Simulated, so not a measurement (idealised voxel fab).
Process module name: voxel capacitor over wiring
In the cross-section labelled cut, the width is 235 nm and each square cell is 5 nm.
The cross-sections in this document take the form of a grid made of square cells. They are written out as bands, in order from top to bottom. Each band consists of one or more rows of cells.
In this notation a band is specified by the heights of its top and bottom, in that order and in nm, after which its materials appear from left to right, each paired with its width in nm. The word "full width" attached to a single material means that material fills the band from edge to edge; the word "air" stands for empty space.
Heights are expressed relative to 0, this being the level below which the as-received wafer comprises one material exclusively. The lowest band is unbounded in the downward direction and is denoted as in "0..down".
Quick explanation for "30 to 40": the width changes in equal steps down the rows of cells, from the first number in the band's top row to the second number in its bottom row.
Given "remained unchanged" for a step, no cell of the cross-section differs between before and after that step.
Listed in "Entrapped void list": every empty space of 8 or more cells without an open way to the top. Form: width x height at distance, the distance being from the left edge, all in nm.
Text after the settings on a step's line: the simulator's own remark on that step.
overlay nm: where the mask lay relative to plan, measured to the right, on steps with a mask; negatives go left.
How should the pairs below be read? Each gives the cross-section before one process step and the cross-section after it, the latter drawn only to the lowest band that changed; the step that lies between them, with its settings, appears under the pair. Does a pair pick up where the pair above left off? Only where its entry headed "Pre-step profile" says so, since pairs can come from different runs of this module on the same starting wafer.
## Pre-step profile
0..down  Si full width
Entrapped void list: none
## Sectional View, Post-Process
15..0  SiO2 full width
Below 0 it's all the same as before, nothing changed down there.
Entrapped void list: none
What process step lies between the two cross-sections above? CONFORMAL_DEP: material SiO2, thk nm 15
Pre-step profile: The cross-section prior to this step is the one presented after the step of the pair immediately above.
## Sectional View, Post-Process
20..15  SiCN full width
Below 15 it's all the same as before, nothing changed down there.
Entrapped void list: none
What process step lies between the two cross-sections above? CONFORMAL_DEP: material SiCN, thk nm 5
Pre-step profile: The cross-section prior to this step is the one presented after the step of the pair immediately above.
## Sectional View, Post-Process
45..20  SiO2 full width
Below 20 it's all the same as before, nothing changed down there.
Entrapped void list: none
What process step lies between the two cross-sections above? DIRECTIONAL_DEP: material SiO2, thk nm 25
Pre-step profile: The cross-section prior to this step is the one presented after the step of the pair immediately above.
## Sectional View, Post-Process
45..20  60 SiO2 / 30 air / 55 SiO2 / 30 air / 60 SiO2
Below 20 it's all the same as before, nothing changed down there.
Entrapped void list: none
What process step lies between the two cross-sections above? MASKED_ETCH: tone open, mask id METAL_1, width nm 30, pitch nm 85, etch materials SiO2, depth nm 25, overlay nm 0
Pre-step profile: The cross-section prior to this step is the one presented after the step of the pair immediately above.
## Sectional View, Post-Process
45..20  60 SiO2 / 30 air / 55 SiO2 / 30 air / 60 SiO2
20..15  60 SiCN / 30 air / 55 SiCN / 30 air / 60 SiCN
Below 15 it's all the same as before, nothing changed down there.
Entrapped void list: none
What process step lies between the two cross-sections above? MASKED_ETCH: tone open, mask id METAL_1, width nm 30, pitch nm 85, etch materials SiCN, depth nm 5, overlay nm 0
Pre-step profile: The cross-section prior to this step is the one presented after the step of the pair immediately above.
## Sectional View, Post-Process
50..45  65 TiN / 20 air / 65 TiN / 20 air / 65 TiN
45..20  60 SiO2 / 5 TiN / 20 air / 5 TiN / 55 SiO2 / 5 TiN / 20 air / 5 TiN / 60 SiO2
20..15  60 SiCN / 30 TiN / 55 SiCN / 30 TiN / 60 SiCN
Below 15 it's all the same as before, nothing changed down there.
Entrapped void list: none
What process step lies between the two cross-sections above? CONFORMAL_DEP: material TiN, thk nm 5
Pre-step profile: The cross-section prior to this step is the one presented after the step of the pair immediately above.
## Sectional View, Post-Process
55..50  Cu full width
50..45  65 TiN / 20 Cu / 65 TiN / 20 Cu / 65 TiN
45..20  60 SiO2 / 5 TiN / 20 Cu / 5 TiN / 55 SiO2 / 5 TiN / 20 Cu / 5 TiN / 60 SiO2
Below 20 it's all the same as before, nothing changed down there.
Entrapped void list: none
What process step lies between the two cross-sections above? FILL_DEP: material Cu, thk nm 5
Pre-step profile: The cross-section prior to this step is the one presented after the step of the pair immediately above.
## Sectional View, Post-Process
45..20  60 SiO2 / 5 TiN / 20 Cu / 5 TiN / 55 SiO2 / 5 TiN / 20 Cu / 5 TiN / 60 SiO2
Below 20 it's all the same as before, nothing changed down there.
Entrapped void list: none
What process step lies between the two cross-sections above? CMP: height nm 45
Pre-step profile: The cross-section prior to this step is the one presented after the step of the pair immediately above.
## Sectional View, Post-Process
50..45  SiCN full width
Below 45 it's all the same as before, nothing changed down there.
Entrapped void list: none
What process step lies between the two cross-sections above? CONFORMAL_DEP: material SiCN, thk nm 5
Pre-step profile: The cross-section prior to this step is the one presented after the step of the pair immediately above.
## Sectional View, Post-Process
70..50  SiO2 full width
Below 50 it's all the same as before, nothing changed down there.
Entrapped void list: none
What process step lies between the two cross-sections above? DIRECTIONAL_DEP: material SiO2, thk nm 20
Pre-step profile: The cross-section prior to this step is the one presented after the step of the pair immediately above.
## Sectional View, Post-Process
85..70  aC full width
Below 70 it's all the same as before, nothing changed down there.
Entrapped void list: none
What process step lies between the two cross-sections above? DIRECTIONAL_DEP: material aC, thk nm 15
Pre-step profile: The cross-section prior to this step is the one presented after the step of the pair immediately above.
## Sectional View, Post-Process
115..85  75 resist / 15 air / 145 resist
Below 85 it's all the same as before, nothing changed down there.
Entrapped void list: none
What process step lies between the two cross-sections above? PATTERN: tone open, mask id PLUG_1, material resist, width nm 15, thk nm 30, overlay nm 0
Pre-step profile: The cross-section prior to this step is the one presented after the step of the pair immediately above.
## Sectional View, Post-Process
100..85  75 resist / 15 air / 145 resist
85..70  75 aC / 15 air / 145 aC
Below 70 it's all the same as before, nothing changed down there.
Entrapped void list: none
What process step lies between the two cross-sections above? DIRECTIONAL_ETCH: etch materials aC, depth nm 15
Pre-step profile: The cross-section prior to this step is the one presented after the step of the pair immediately above.
## Sectional View, Post-Process
85..70  75 aC / 15 air / 145 aC
Below 70 it's all the same as before, nothing changed down there.
Entrapped void list: none
What process step lies between the two cross-sections above? STRIP: etch materials resist
Pre-step profile: The cross-section prior to this step is the one presented after the step of the pair immediately above.
## Sectional View, Post-Process
85..70  75 aC / 15 air / 145 aC
70..50  75 SiO2 / 15 air / 145 SiO2
Below 50 it's all the same as before, nothing changed down there.
Entrapped void list: none
What process step lies between the two cross-sections above? DIRECTIONAL_ETCH: etch materials SiO2, depth nm 20
Pre-step profile: The cross-section prior to this step is the one presented after the step of the pair immediately above.
## Sectional View, Post-Process
85..70  75 aC / 15 air / 145 aC
70..50  75 SiO2 / 15 air / 145 SiO2
50..45  75 SiCN / 15 air / 145 SiCN
Below 45 it's all the same as before, nothing changed down there.
Entrapped void list: none
What process step lies between the two cross-sections above? DIRECTIONAL_ETCH: etch materials SiCN, depth nm 5
Pre-step profile: The cross-section prior to this step is the one presented after the step of the pair immediately above.
## Sectional View, Post-Process
70..50  75 SiO2 / 15 air / 145 SiO2
Below 50 it's all the same as before, nothing changed down there.
Entrapped void list: none
What process step lies between the two cross-sections above? STRIP: etch materials aC
Pre-step profile: The cross-section prior to this step is the one presented after the step of the pair immediately above.
## Sectional View, Post-Process
75..70  80 TiN / 5 air / 150 TiN
70..50  75 SiO2 / 5 TiN / 5 air / 5 TiN / 145 SiO2
50..45  75 SiCN / 15 TiN / 145 SiCN
Below 45 it's all the same as before, nothing changed down there.
Entrapped void list: none
What process step lies between the two cross-sections above? CONFORMAL_DEP: material TiN, thk nm 5
Pre-step profile: The cross-section prior to this step is the one presented after the step of the pair immediately above.
## Sectional View, Post-Process
85..75  Cu full width
75..70  80 TiN / 5 Cu / 150 TiN
70..50  75 SiO2 / 5 TiN / 5 Cu / 5 TiN / 145 SiO2
Below 50 it's all the same as before, nothing changed down there.
Entrapped void list: none
What process step lies between the two cross-sections above? FILL_DEP: material Cu, thk nm 10
Pre-step profile: The cross-section prior to this step is the one presented after the step of the pair immediately above.
## Sectional View, Post-Process
70..50  75 SiO2 / 5 TiN / 5 Cu / 5 TiN / 145 SiO2
Below 50 it's all the same as before, nothing changed down there.
Entrapped void list: none
What process step lies between the two cross-sections above? CMP: height nm 70
Pre-step profile: The cross-section prior to this step is the one presented after the step of the pair immediately above.
## Sectional View, Post-Process
80..70  TiN full width
Below 70 it's all the same as before, nothing changed down there.
Entrapped void list: none
What process step lies between the two cross-sections above? DIRECTIONAL_DEP: material TiN, thk nm 10
Pre-step profile: The cross-section prior to this step is the one presented after the step of the pair immediately above.
## Sectional View, Post-Process
85..80  HfO2 full width
Below 80 it's all the same as before, nothing changed down there.
Entrapped void list: none
What process step lies between the two cross-sections above? DIRECTIONAL_DEP: material HfO2, thk nm 5
Pre-step profile: The cross-section prior to this step is the one presented after the step of the pair immediately above.
## Sectional View, Post-Process
95..85  TiN full width
Below 85 it's all the same as before, nothing changed down there.
Entrapped void list: none
What process step lies between the two cross-sections above? DIRECTIONAL_DEP: material TiN, thk nm 10
Pre-step profile: The cross-section prior to this step is the one presented after the step of the pair immediately above.
## Sectional View, Post-Process
110..95  75 air / 60 resist / 100 air
Below 95 it's all the same as before, nothing changed down there.
Entrapped void list: none
What process step lies between the two cross-sections above? PATTERN: tone cover, mask id UPPER_PLATE, material resist, width nm 60, thk nm 15, overlay nm 0
Pre-step profile: The cross-section prior to this step is the one presented after the step of the pair immediately above.
## Sectional View, Post-Process
110..95  75 air / 60 resist / 100 air
95..85  75 air / 60 TiN / 100 air
Below 85 it's all the same as before, nothing changed down there.
Entrapped void list: none
What process step lies between the two cross-sections above? DIRECTIONAL_ETCH: etch materials TiN, depth nm 10
Pre-step profile: The cross-section prior to this step is the one presented after the step of the pair immediately above.
## Sectional View, Post-Process
110..95  75 air / 60 resist / 100 air
95..85  75 air / 60 TiN / 100 air
85..80  75 air / 60 HfO2 / 100 air
Below 80 it's all the same as before, nothing changed down there.
Entrapped void list: none
What process step lies between the two cross-sections above? DIRECTIONAL_ETCH: etch materials HfO2, depth nm 5
Pre-step profile: The cross-section prior to this step is the one presented after the step of the pair immediately above.
## Sectional View, Post-Process
95..85  75 air / 60 TiN / 100 air
Below 85 it's all the same as before, nothing changed down there.
Entrapped void list: none
What process step lies between the two cross-sections above? STRIP: etch materials resist
Pre-step profile: The cross-section prior to this step is the one presented after the step of the pair immediately above.
## Sectional View, Post-Process
95..85  75 air / 60 TiN / 100 air
85..80  75 air / 60 HfO2 / 100 air
80..70  70 air / 70 TiN / 95 air
Below 70 it's all the same as before, nothing changed down there.
Entrapped void list: none
What process step lies between the two cross-sections above? MASKED_ETCH: tone cover, mask id LOWER_PLATE, width nm 70, etch materials TiN, depth nm 10, overlay nm 0
Pre-step profile: The cross-section prior to this step is the one presented after the step of the pair immediately above.
## Sectional View, Post-Process
110..95  SiO2 full width
95..85  75 SiO2 / 60 TiN / 100 SiO2
85..80  75 SiO2 / 60 HfO2 / 100 SiO2
80..70  70 SiO2 / 70 TiN / 95 SiO2
Below 70 it's all the same as before, nothing changed down there.
Entrapped void list: none
What process step lies between the two cross-sections above? FILL_DEP: material SiO2, thk nm 15
Pre-step profile: The cross-section prior to this step is the one presented after the step of the pair immediately above.
## Sectional View, Post-Process
105..95  SiO2 full width
Below 95 it's all the same as before, nothing changed down there.
Entrapped void list: none
What process step lies between the two cross-sections above? CMP: height nm 105
Pre-step profile: The cross-section prior to this step is the one presented after the step of the pair immediately above.
## Sectional View, Post-Process
120..105  aC full width
Below 105 it's all the same as before, nothing changed down there.
Entrapped void list: none
What process step lies between the two cross-sections above? DIRECTIONAL_DEP: material aC, thk nm 15
Pre-step profile: The cross-section prior to this step is the one presented after the step of the pair immediately above.
## Sectional View, Post-Process
150..120  85 resist / 15 air / 135 resist
Below 120 it's all the same as before, nothing changed down there.
Entrapped void list: none
What process step lies between the two cross-sections above? PATTERN: tone open, mask id PLUG_2, material resist, width nm 15, thk nm 30, overlay nm 0
Pre-step profile: The cross-section prior to this step is the one presented after the step of the pair immediately above.
## Sectional View, Post-Process
135..120  85 resist / 15 air / 135 resist
120..105  85 aC / 15 air / 135 aC
Below 105 it's all the same as before, nothing changed down there.
Entrapped void list: none
What process step lies between the two cross-sections above? DIRECTIONAL_ETCH: etch materials aC, depth nm 15
Pre-step profile: The cross-section prior to this step is the one presented after the step of the pair immediately above.
## Sectional View, Post-Process
120..105  85 aC / 15 air / 135 aC
Below 105 it's all the same as before, nothing changed down there.
Entrapped void list: none
What process step lies between the two cross-sections above? STRIP: etch materials resist
Pre-step profile: The cross-section prior to this step is the one presented after the step of the pair immediately above.
## Sectional View, Post-Process
120..105  85 aC / 15 air / 135 aC
105..95  85 SiO2 / 15 air / 135 SiO2
Below 95 it's all the same as before, nothing changed down there.
Entrapped void list: none
What process step lies between the two cross-sections above? DIRECTIONAL_ETCH: etch materials SiO2, depth nm 10
Pre-step profile: The cross-section prior to this step is the one presented after the step of the pair immediately above.
## Sectional View, Post-Process
105..95  85 SiO2 / 15 air / 135 SiO2
Below 95 it's all the same as before, nothing changed down there.
Entrapped void list: none
What process step lies between the two cross-sections above? STRIP: etch materials aC
Pre-step profile: The cross-section prior to this step is the one presented after the step of the pair immediately above.
## Sectional View, Post-Process
110..105  90 TiN / 5 air / 140 TiN
105..100  85 SiO2 / 5 TiN / 5 air / 5 TiN / 135 SiO2
100..95  85 SiO2 / 15 TiN / 135 SiO2
Below 95 it's all the same as before, nothing changed down there.
Entrapped void list: none
What process step lies between the two cross-sections above? CONFORMAL_DEP: material TiN, thk nm 5
Pre-step profile: The cross-section prior to this step is the one presented after the step of the pair immediately above.
## Sectional View, Post-Process
120..110  Ru full width
110..105  90 TiN / 5 Ru / 140 TiN
105..100  85 SiO2 / 5 TiN / 5 Ru / 5 TiN / 135 SiO2
Below 100 it's all the same as before, nothing changed down there.
Entrapped void list: none
What process step lies between the two cross-sections above? FILL_DEP: material Ru, thk nm 10
Pre-step profile: The cross-section prior to this step is the one presented after the step of the pair immediately above.
## Sectional View, Post-Process
105..100  85 SiO2 / 5 TiN / 5 Ru / 5 TiN / 135 SiO2
Below 100 it's all the same as before, nothing changed down there.
Entrapped void list: none
What process step lies between the two cross-sections above? CMP: height nm 105
Pre-step profile: The cross-section prior to this step is the one presented after the step of the pair immediately above.
## Sectional View, Post-Process
110..105  SiN full width
Below 105 it's all the same as before, nothing changed down there.
Entrapped void list: none
What process step lies between the two cross-sections above? CONFORMAL_DEP: material SiN, thk nm 5
## Pre-step profile
80..70  TiN full width
70..50  75 SiO2 / 5 TiN / 5 Cu / 5 TiN / 145 SiO2
50..45  75 SiCN / 15 TiN / 145 SiCN
45..20  60 SiO2 / 5 TiN / 20 Cu / 5 TiN / 55 SiO2 / 5 TiN / 20 Cu / 5 TiN / 60 SiO2
20..15  60 SiCN / 30 TiN / 55 SiCN / 30 TiN / 60 SiCN
15..0  SiO2 full width
0..down  Si full width
Entrapped void list: none
## Sectional View, Post-Process
90..70  TiN full width
Below 70 it's all the same as before, nothing changed down there.
Entrapped void list: none
What process step lies between the two cross-sections above? DIRECTIONAL_DEP: material TiN, thk nm 10
Pre-step profile: The cross-section prior to this step is the one presented after the step of the pair immediately above.
## Sectional View, Post-Process
105..90  75 air / 60 resist / 100 air
Below 90 it's all the same as before, nothing changed down there.
Entrapped void list: none
What process step lies between the two cross-sections above? PATTERN: tone cover, mask id UPPER_PLATE, material resist, width nm 60, thk nm 15, overlay nm 0
Pre-step profile: The cross-section prior to this step is the one presented after the step of the pair immediately above.
## Sectional View, Post-Process
105..90  75 air / 60 resist / 100 air
90..80  75 air / 60 TiN / 100 air
Below 80 it's all the same as before, nothing changed down there.
Entrapped void list: none
What process step lies between the two cross-sections above? DIRECTIONAL_ETCH: etch materials TiN, depth nm 10
Pre-step profile: The cross-section prior to this step is the one presented after the step of the pair immediately above.
## Sectional View, Post-Process
90..80  75 air / 60 TiN / 100 air
Below 80 it's all the same as before, nothing changed down there.
Entrapped void list: none
What process step lies between the two cross-sections above? STRIP: etch materials resist
Pre-step profile: The cross-section prior to this step is the one presented after the step of the pair immediately above.
## Sectional View, Post-Process
90..80  75 air / 60 TiN / 100 air
80..70  70 air / 70 TiN / 95 air
Below 70 it's all the same as before, nothing changed down there.
Entrapped void list: none
What process step lies between the two cross-sections above? MASKED_ETCH: tone cover, mask id LOWER_PLATE, width nm 70, etch materials TiN, depth nm 10, overlay nm 0
Pre-step profile: The cross-section prior to this step is the one presented after the step of the pair immediately above.
## Sectional View, Post-Process
105..90  SiO2 full width
90..80  75 SiO2 / 60 TiN / 100 SiO2
80..70  70 SiO2 / 70 TiN / 95 SiO2
Below 70 it's all the same as before, nothing changed down there.
Entrapped void list: none
What process step lies between the two cross-sections above? FILL_DEP: material SiO2, thk nm 15
Pre-step profile: The cross-section prior to this step is the one presented after the step of the pair immediately above.
## Sectional View, Post-Process
120..105  aC full width
Below 105 it's all the same as before, nothing changed down there.
Entrapped void list: none
What process step lies between the two cross-sections above? DIRECTIONAL_DEP: material aC, thk nm 15
Pre-step profile: The cross-section prior to this step is the one presented after the step of the pair immediately above.
## Sectional View, Post-Process
150..120  85 resist / 15 air / 135 resist
Below 120 it's all the same as before, nothing changed down there.
Entrapped void list: none
What process step lies between the two cross-sections above? PATTERN: tone open, mask id PLUG_2, material resist, width nm 15, thk nm 30, overlay nm 0
Pre-step profile: The cross-section prior to this step is the one presented after the step of the pair immediately above.
## Sectional View, Post-Process
135..120  85 resist / 15 air / 135 resist
120..105  85 aC / 15 air / 135 aC
Below 105 it's all the same as before, nothing changed down there.
Entrapped void list: none
What process step lies between the two cross-sections above? DIRECTIONAL_ETCH: etch materials aC, depth nm 15
Pre-step profile: The cross-section prior to this step is the one presented after the step of the pair immediately above.
## Sectional View, Post-Process
120..105  85 aC / 15 air / 135 aC
Below 105 it's all the same as before, nothing changed down there.
Entrapped void list: none
What process step lies between the two cross-sections above? STRIP: etch materials resist
Pre-step profile: The cross-section prior to this step is the one presented after the step of the pair immediately above.
## Sectional View, Post-Process
120..105  85 aC / 15 air / 135 aC
105..95  85 SiO2 / 15 air / 135 SiO2
Below 95 it's all the same as before, nothing changed down there.
Entrapped void list: none
What process step lies between the two cross-sections above? DIRECTIONAL_ETCH: etch materials SiO2, depth nm 10
Pre-step profile: The cross-section prior to this step is the one presented after the step of the pair immediately above.
## Sectional View, Post-Process
105..95  85 SiO2 / 15 air / 135 SiO2
Below 95 it's all the same as before, nothing changed down there.
Entrapped void list: none
What process step lies between the two cross-sections above? STRIP: etch materials aC
Pre-step profile: The cross-section prior to this step is the one presented after the step of the pair immediately above.
## Sectional View, Post-Process
110..105  90 TiN / 5 air / 140 TiN
105..100  85 SiO2 / 5 TiN / 5 air / 5 TiN / 135 SiO2
100..95  85 SiO2 / 15 TiN / 135 SiO2
Below 95 it's all the same as before, nothing changed down there.
Entrapped void list: none
What process step lies between the two cross-sections above? CONFORMAL_DEP: material TiN, thk nm 5
Pre-step profile: The cross-section prior to this step is the one presented after the step of the pair immediately above.
## Sectional View, Post-Process
120..110  Ru full width
110..105  90 TiN / 5 Ru / 140 TiN
105..100  85 SiO2 / 5 TiN / 5 Ru / 5 TiN / 135 SiO2
Below 100 it's all the same as before, nothing changed down there.
Entrapped void list: none
What process step lies between the two cross-sections above? FILL_DEP: material Ru, thk nm 10
Pre-step profile: The cross-section prior to this step is the one presented after the step of the pair immediately above.
## Sectional View, Post-Process
105..100  85 SiO2 / 5 TiN / 5 Ru / 5 TiN / 135 SiO2
Below 100 it's all the same as before, nothing changed down there.
Entrapped void list: none
What process step lies between the two cross-sections above? CMP: height nm 105
Pre-step profile: The cross-section prior to this step is the one presented after the step of the pair immediately above.
## Sectional View, Post-Process
110..105  SiN full width
Below 105 it's all the same as before, nothing changed down there.
Entrapped void list: none
What process step lies between the two cross-sections above? CONFORMAL_DEP: material SiN, thk nm 5
## Pre-step profile
15..0  SiO2 full width
0..down  Si full width
Entrapped void list: none
## Sectional View, Post-Process
30..0  SiO2 full width
Below 0 it's all the same as before, nothing changed down there.
Entrapped void list: none
What process step lies between the two cross-sections above? CONFORMAL_DEP: material SiO2, thk nm 15
Pre-step profile: The cross-section prior to this step is the one presented after the step of the pair immediately above.
## Sectional View, Post-Process
35..30  SiCN full width
Below 30 it's all the same as before, nothing changed down there.
Entrapped void list: none
What process step lies between the two cross-sections above? CONFORMAL_DEP: material SiCN, thk nm 5
Pre-step profile: The cross-section prior to this step is the one presented after the step of the pair immediately above.
## Sectional View, Post-Process
60..35  SiO2 full width
Below 35 it's all the same as before, nothing changed down there.
Entrapped void list: none
What process step lies between the two cross-sections above? DIRECTIONAL_DEP: material SiO2, thk nm 25
Pre-step profile: The cross-section prior to this step is the one presented after the step of the pair immediately above.
## Sectional View, Post-Process
60..35  60 SiO2 / 30 air / 55 SiO2 / 30 air / 60 SiO2
Below 35 it's all the same as before, nothing changed down there.
Entrapped void list: none
What process step lies between the two cross-sections above? MASKED_ETCH: tone open, mask id METAL_1, width nm 30, pitch nm 85, etch materials SiO2, depth nm 25, overlay nm 0
Pre-step profile: The cross-section prior to this step is the one presented after the step of the pair immediately above.
## Sectional View, Post-Process
60..35  60 SiO2 / 30 air / 55 SiO2 / 30 air / 60 SiO2
35..30  60 SiCN / 30 air / 55 SiCN / 30 air / 60 SiCN
Below 30 it's all the same as before, nothing changed down there.
Entrapped void list: none
What process step lies between the two cross-sections above? MASKED_ETCH: tone open, mask id METAL_1, width nm 30, pitch nm 85, etch materials SiCN, depth nm 5, overlay nm 0
Pre-step profile: The cross-section prior to this step is the one presented after the step of the pair immediately above.
## Sectional View, Post-Process
65..60  65 TiN / 20 air / 65 TiN / 20 air / 65 TiN
60..35  60 SiO2 / 5 TiN / 20 air / 5 TiN / 55 SiO2 / 5 TiN / 20 air / 5 TiN / 60 SiO2
35..30  60 SiCN / 30 TiN / 55 SiCN / 30 TiN / 60 SiCN
Below 30 it's all the same as before, nothing changed down there.
Entrapped void list: none
What process step lies between the two cross-sections above? CONFORMAL_DEP: material TiN, thk nm 5
Pre-step profile: The cross-section prior to this step is the one presented after the step of the pair immediately above.
## Sectional View, Post-Process
70..65  Cu full width
65..60  65 TiN / 20 Cu / 65 TiN / 20 Cu / 65 TiN
60..35  60 SiO2 / 5 TiN / 20 Cu / 5 TiN / 55 SiO2 / 5 TiN / 20 Cu / 5 TiN / 60 SiO2
Below 35 it's all the same as before, nothing changed down there.
Entrapped void list: none
What process step lies between the two cross-sections above? FILL_DEP: material Cu, thk nm 5
Pre-step profile: The cross-section prior to this step is the one presented after the step of the pair immediately above.
## Sectional View, Post-Process
45..35  60 SiO2 / 5 TiN / 20 Cu / 5 TiN / 55 SiO2 / 5 TiN / 20 Cu / 5 TiN / 60 SiO2
Below 35 it's all the same as before, nothing changed down there.
Entrapped void list: none
What process step lies between the two cross-sections above? CMP: height nm 45
Pre-step profile: The cross-section prior to this step is the one presented after the step of the pair immediately above.
## Sectional View, Post-Process
50..45  SiCN full width
Below 45 it's all the same as before, nothing changed down there.
Entrapped void list: none
What process step lies between the two cross-sections above? CONFORMAL_DEP: material SiCN, thk nm 5
Pre-step profile: The cross-section prior to this step is the one presented after the step of the pair immediately above.
## Sectional View, Post-Process
70..50  SiO2 full width
Below 50 it's all the same as before, nothing changed down there.
Entrapped void list: none
What process step lies between the two cross-sections above? DIRECTIONAL_DEP: material SiO2, thk nm 20
Pre-step profile: The cross-section prior to this step is the one presented after the step of the pair immediately above.
## Sectional View, Post-Process
85..70  aC full width
Below 70 it's all the same as before, nothing changed down there.
Entrapped void list: none
What process step lies between the two cross-sections above? DIRECTIONAL_DEP: material aC, thk nm 15
Pre-step profile: The cross-section prior to this step is the one presented after the step of the pair immediately above.
## Sectional View, Post-Process
115..85  75 resist / 15 air / 145 resist
Below 85 it's all the same as before, nothing changed down there.
Entrapped void list: none
What process step lies between the two cross-sections above? PATTERN: tone open, mask id PLUG_1, material resist, width nm 15, thk nm 30, overlay nm 0
Pre-step profile: The cross-section prior to this step is the one presented after the step of the pair immediately above.
## Sectional View, Post-Process
100..85  75 resist / 15 air / 145 resist
85..70  75 aC / 15 air / 145 aC
Below 70 it's all the same as before, nothing changed down there.
Entrapped void list: none
What process step lies between the two cross-sections above? DIRECTIONAL_ETCH: etch materials aC, depth nm 15
Pre-step profile: The cross-section prior to this step is the one presented after the step of the pair immediately above.
## Sectional View, Post-Process
85..70  75 aC / 15 air / 145 aC
Below 70 it's all the same as before, nothing changed down there.
Entrapped void list: none
What process step lies between the two cross-sections above? STRIP: etch materials resist
Pre-step profile: The cross-section prior to this step is the one presented after the step of the pair immediately above.
## Sectional View, Post-Process
85..70  75 aC / 15 air / 145 aC
70..50  75 SiO2 / 15 air / 145 SiO2
Below 50 it's all the same as before, nothing changed down there.
Entrapped void list: none
What process step lies between the two cross-sections above? DIRECTIONAL_ETCH: etch materials SiO2, depth nm 20
Pre-step profile: The cross-section prior to this step is the one presented after the step of the pair immediately above.
## Sectional View, Post-Process
85..70  75 aC / 15 air / 145 aC
70..50  75 SiO2 / 15 air / 145 SiO2
50..45  75 SiCN / 15 air / 145 SiCN
Below 45 it's all the same as before, nothing changed down there.
Entrapped void list: none
What process step lies between the two cross-sections above? DIRECTIONAL_ETCH: etch materials SiCN, depth nm 5
Pre-step profile: The cross-section prior to this step is the one presented after the step of the pair immediately above.
## Sectional View, Post-Process
70..50  75 SiO2 / 15 air / 145 SiO2
Below 50 it's all the same as before, nothing changed down there.
Entrapped void list: none
What process step lies between the two cross-sections above? STRIP: etch materials aC
Pre-step profile: The cross-section prior to this step is the one presented after the step of the pair immediately above.
## Sectional View, Post-Process
75..70  80 TiN / 5 air / 150 TiN
70..50  75 SiO2 / 5 TiN / 5 air / 5 TiN / 145 SiO2
50..45  75 SiCN / 15 TiN / 145 SiCN
Below 45 it's all the same as before, nothing changed down there.
Entrapped void list: none
What process step lies between the two cross-sections above? CONFORMAL_DEP: material TiN, thk nm 5
Pre-step profile: The cross-section prior to this step is the one presented after the step of the pair immediately above.
## Sectional View, Post-Process
85..75  Cu full width
75..70  80 TiN / 5 Cu / 150 TiN
70..50  75 SiO2 / 5 TiN / 5 Cu / 5 TiN / 145 SiO2
Below 50 it's all the same as before, nothing changed down there.
Entrapped void list: none
What process step lies between the two cross-sections above? FILL_DEP: material Cu, thk nm 10
Pre-step profile: The cross-section prior to this step is the one presented after the step of the pair immediately above.
## Sectional View, Post-Process
70..50  75 SiO2 / 5 TiN / 5 Cu / 5 TiN / 145 SiO2
Below 50 it's all the same as before, nothing changed down there.
Entrapped void list: none
What process step lies between the two cross-sections above? CMP: height nm 70
Pre-step profile: The cross-section prior to this step is the one presented after the step of the pair immediately above.
## Sectional View, Post-Process
80..70  TiN full width
Below 70 it's all the same as before, nothing changed down there.
Entrapped void list: none
What process step lies between the two cross-sections above? DIRECTIONAL_DEP: material TiN, thk nm 10
Pre-step profile: The cross-section prior to this step is the one presented after the step of the pair immediately above.
## Sectional View, Post-Process
85..80  HfO2 full width
Below 80 it's all the same as before, nothing changed down there.
Entrapped void list: none
What process step lies between the two cross-sections above? DIRECTIONAL_DEP: material HfO2, thk nm 5
Pre-step profile: The cross-section prior to this step is the one presented after the step of the pair immediately above.
## Sectional View, Post-Process
95..85  TiN full width
Below 85 it's all the same as before, nothing changed down there.
Entrapped void list: none
What process step lies between the two cross-sections above? DIRECTIONAL_DEP: material TiN, thk nm 10
Pre-step profile: The cross-section prior to this step is the one presented after the step of the pair immediately above.
## Sectional View, Post-Process
110..95  75 air / 60 resist / 100 air
Below 95 it's all the same as before, nothing changed down there.
Entrapped void list: none
What process step lies between the two cross-sections above? PATTERN: tone cover, mask id UPPER_PLATE, material resist, width nm 60, thk nm 15, overlay nm 0
Pre-step profile: The cross-section prior to this step is the one presented after the step of the pair immediately above.
## Sectional View, Post-Process
110..95  75 air / 60 resist / 100 air
95..85  75 air / 60 TiN / 100 air
Below 85 it's all the same as before, nothing changed down there.
Entrapped void list: none
What process step lies between the two cross-sections above? DIRECTIONAL_ETCH: etch materials TiN, depth nm 10
Pre-step profile: The cross-section prior to this step is the one presented after the step of the pair immediately above.
## Sectional View, Post-Process
110..95  75 air / 60 resist / 100 air
95..85  75 air / 60 TiN / 100 air
85..80  75 air / 60 HfO2 / 100 air
Below 80 it's all the same as before, nothing changed down there.
Entrapped void list: none
What process step lies between the two cross-sections above? DIRECTIONAL_ETCH: etch materials HfO2, depth nm 5
Pre-step profile: The cross-section prior to this step is the one presented after the step of the pair immediately above.
## Sectional View, Post-Process
95..85  75 air / 60 TiN / 100 air
Below 85 it's all the same as before, nothing changed down there.
Entrapped void list: none
What process step lies between the two cross-sections above? STRIP: etch materials resist
Pre-step profile: The cross-section prior to this step is the one presented after the step of the pair immediately above.
## Sectional View, Post-Process
95..85  75 air / 60 TiN / 100 air
85..80  75 air / 60 HfO2 / 100 air
80..70  70 air / 70 TiN / 95 air
Below 70 it's all the same as before, nothing changed down there.
Entrapped void list: none
What process step lies between the two cross-sections above? MASKED_ETCH: tone cover, mask id LOWER_PLATE, width nm 70, etch materials TiN, depth nm 10, overlay nm 0
Pre-step profile: The cross-section prior to this step is the one presented after the step of the pair immediately above.
## Sectional View, Post-Process
110..95  SiO2 full width
95..85  75 SiO2 / 60 TiN / 100 SiO2
85..80  75 SiO2 / 60 HfO2 / 100 SiO2
80..70  70 SiO2 / 70 TiN / 95 SiO2
Below 70 it's all the same as before, nothing changed down there.
Entrapped void list: none
What process step lies between the two cross-sections above? FILL_DEP: material SiO2, thk nm 15
Pre-step profile: The cross-section prior to this step is the one presented after the step of the pair immediately above.
## Sectional View, Post-Process
105..95  SiO2 full width
Below 95 it's all the same as before, nothing changed down there.
Entrapped void list: none
What process step lies between the two cross-sections above? CMP: height nm 105
Pre-step profile: The cross-section prior to this step is the one presented after the step of the pair immediately above.
## Sectional View, Post-Process
120..105  aC full width
Below 105 it's all the same as before, nothing changed down there.
Entrapped void list: none
What process step lies between the two cross-sections above? DIRECTIONAL_DEP: material aC, thk nm 15
Pre-step profile: The cross-section prior to this step is the one presented after the step of the pair immediately above.
## Sectional View, Post-Process
150..120  85 resist / 15 air / 135 resist
Below 120 it's all the same as before, nothing changed down there.
Entrapped void list: none
What process step lies between the two cross-sections above? PATTERN: tone open, mask id PLUG_2, material resist, width nm 15, thk nm 30, overlay nm 0
